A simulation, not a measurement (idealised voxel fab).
process module | voxel ribs on slabs
cross-section cut | 280 nm wide | cells 5 nm
A cross-section is a grid of square cells, given in bands from the top down. A band is one or more rows of cells.
Each band's line starts with the height of the band's top and of its bottom, in nm. Then come its materials from left to right, each with its width in nm. One material with "throughout" fills the band from edge to edge. "air" is empty space.
Height 0 is the level under which the wafer as received is all one material. The lowest band goes on downwards, as in "0 down".
A width such as "30 to 40" changes by the same amount from each row of cells to the next, from the band's top row to its bottom row.
"no change" after a step means that no cell of the cross-section changed.
closed voids: empty space of 8 cells or more with no open way to the top, each as width x height at its distance from the left edge, in nm
after a step's settings: what the simulator itself notes on the step
overlay nm, on a step with a mask: how far to the right of its planned place the mask lay; to the left if negative
plan
1 op RECEIVE | material Si
2 op DIRECTIONAL_DEP | material SiO2 | thk nm 25
3 op DIRECTIONAL_DEP | material polySi | thk nm 15
4 op DIRECTIONAL_DEP | material aC | thk nm 10
5 op PATTERN | tone cover | mask id RIB | material resist | width nm 15 | thk nm 30 | overlay nm 0
6 op DIRECTIONAL_ETCH | etch materials aC | depth nm 10
7 op STRIP | etch materials resist
8 op DIRECTIONAL_ETCH | etch materials polySi | depth nm 10
9 op STRIP | etch materials aC
10 op DIRECTIONAL_DEP | material aC | thk nm 15
11 op PATTERN | tone cover | mask id SLAB | material resist | width nm 55 | thk nm 35 | overlay nm 0
12 op DIRECTIONAL_ETCH | etch materials aC | depth nm 15
13 op STRIP | etch materials resist
14 op DIRECTIONAL_ETCH | etch materials polySi | depth nm 5
15 op STRIP | etch materials aC
16 op FILL_DEP | material SiO2 | thk nm 20
17 op CMP | height nm 50
18 op DIRECTIONAL_DEP | material TiN | thk nm 5
19 op DIRECTIONAL_DEP | material aC | thk nm 15
20 op PATTERN | tone cover | mask id HEATER | material resist | width nm 25 | thk nm 35 | overlay nm 0
21 op DIRECTIONAL_ETCH | etch materials aC | depth nm 15
22 op STRIP | etch materials resist
23 op DIRECTIONAL_ETCH | etch materials TiN | depth nm 5
24 op STRIP | etch materials aC
25 op CONFORMAL_DEP | material SiO2 | thk nm 10
as received, after step 1
  0 down: Si throughout
  closed voids: none
a wafer at the end: this start, this plan, one mistake
  65 to 55: SiO2 throughout
  55 to 50: polySi throughout
  50 to 40: SiO2 throughout
  40 to 30: SiO2 130 | polySi 15 | SiO2 135
  30 to 25: SiO2 110 | polySi 55 | SiO2 115
  25 to 0: SiO2 throughout
  0 down: Si throughout
  closed voids: none
what went wrong: step 18 ran as: op DIRECTIONAL_DEP | material polySi | thk nm 5
